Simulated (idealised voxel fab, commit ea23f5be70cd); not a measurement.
The name of this process module is voxel self aligned contacts.
For reference, the cross-section in this document is cut, with width 160 nm and square cells of 5 nm.
A cross-section in this document is a grid of square cells, and it is written down as bands, the top band listed before the ones below it; a band is made up of one or more rows of cells. In this notation a band is specified by the heights of its top and bottom, in that order and in nm, after which its materials appear from left to right, each paired with its width in nm. The word "full width" attached to a single material means that material fills the band from edge to edge; the word "air" stands for empty space. The level at which height equals 0 is the one under which the wafer, as it arrives, is entirely one material. No lower edge exists for the bottom band, which continues downward and is notated as in "0..down". With a width like "30 to 40", each row of cells in the band differs from the next by the same amount, the top row carrying the first number and the bottom row the second. The designation "all unchanged", where it is given for a processing step, indicates that no cell of the cross-section was altered in the course of that step. Look at "Enclosed void listing" for the closed voids: empty spaces with no open path to the top, sized 8 cells or up. Each is width x height at distance, distance from the left edge, all nm. Past the settings on a step's line: simulator remark, on that step. "overlay nm", when on a step's line for a step with a mask, measures how far to the right of its planned place the mask lay; a negative measure means to the left.

**Planned process steps**
| 1 | RECEIVE: material Si |
| 2 | CONFORMAL_DEP: material SiO2, thk nm 5 |
| 3 | DIRECTIONAL_DEP: material polySi, thk nm 30 |
| 4 | DIRECTIONAL_DEP: material SiN, thk nm 20 |
| 5 | MASKED_ETCH: tone cover, mask id GATE, width nm 30, pitch nm 60, etch materials SiN, depth nm 20, overlay nm 0 |
| 6 | MASKED_ETCH: tone cover, mask id GATE, width nm 30, pitch nm 60, etch materials polySi, depth nm 30, overlay nm 0 |
| 7 | CONFORMAL_DEP: material SiN, thk nm 5 |
| 8 | DIRECTIONAL_ETCH: etch materials SiN, depth nm 5 |
| 9 | FILL_DEP: material SiO2, thk nm 20 |
| 10 | CMP: height nm 65 |
| 11 | DIRECTIONAL_DEP: material aC, thk nm 10 |
| 12 | PATTERN: tone open, mask id CONTACT, material resist, width nm 40, thk nm 25, overlay nm 0 |
| 13 | DIRECTIONAL_ETCH: etch materials aC, depth nm 10 |
| 14 | STRIP: etch materials resist |
| 15 | DIRECTIONAL_ETCH: etch materials SiO2, depth nm 65 |
| 16 | STRIP: etch materials aC |
| 17 | CONFORMAL_DEP: material TiN, thk nm 5 |
| 18 | FILL_DEP: material Ru, thk nm 5 |
| 19 | CMP: height nm 65 |
| 20 | CONFORMAL_DEP: material SiCN, thk nm 5 |

**Here's what the wafer looked like in cross-section when it arrived - that's after step 1**
0..down | Si full width
Enclosed void listing: none

**Wafer cross-section at module end: first of two, run to plan**
70..65 | SiCN full width
65..55 | 60 SiO2, then 5 to 15 TiN, then 30 to 10 Ru, then 5 to 15 TiN, then 60 SiO2
55..35 | 30 SiO2, then 40 SiN, then 5 TiN, then 10 Ru, then 5 TiN, then 40 SiN, then 30 SiO2
35..5 | 30 SiO2, then 5 SiN, then 30 polySi, then 5 SiN, then 5 TiN, then 10 Ru, then 5 TiN, then 5 SiN, then 30 polySi, then 5 SiN, then 30 SiO2
5..0 | 70 SiO2, then 20 TiN, then 70 SiO2
0..down | Si full width
Enclosed void listing: none

**End of module, second wafer, cross-section. Started like the first, planned like the first, run with one mistake**
70..65 | SiCN full width
65..40 | 30 SiO2, then 5 SiN, then 30 polySi, then 5 SiN, then 5 TiN, then 10 Ru, then 5 TiN, then 5 SiN, then 30 polySi, then 5 SiN, then 30 SiO2
40..35 | 30 SiO2, then 5 SiN, then 30 polySi, then 5 SiN, then 20 TiN, then 5 SiN, then 30 polySi, then 5 SiN, then 30 SiO2
35..5 | polySi full width
5..0 | SiO2 full width
0..down | Si full width
Enclosed void listing: none
What broke from the plan during processing? in the plan, step 3 was performed twice
Per the end-of-run cell counts, the second wafer holds more or fewer of some materials than the first: 18 fewer of Ru | 64 fewer of SiN | 92 fewer of SiO2 | 18 fewer of TiN | 192 more of polySi
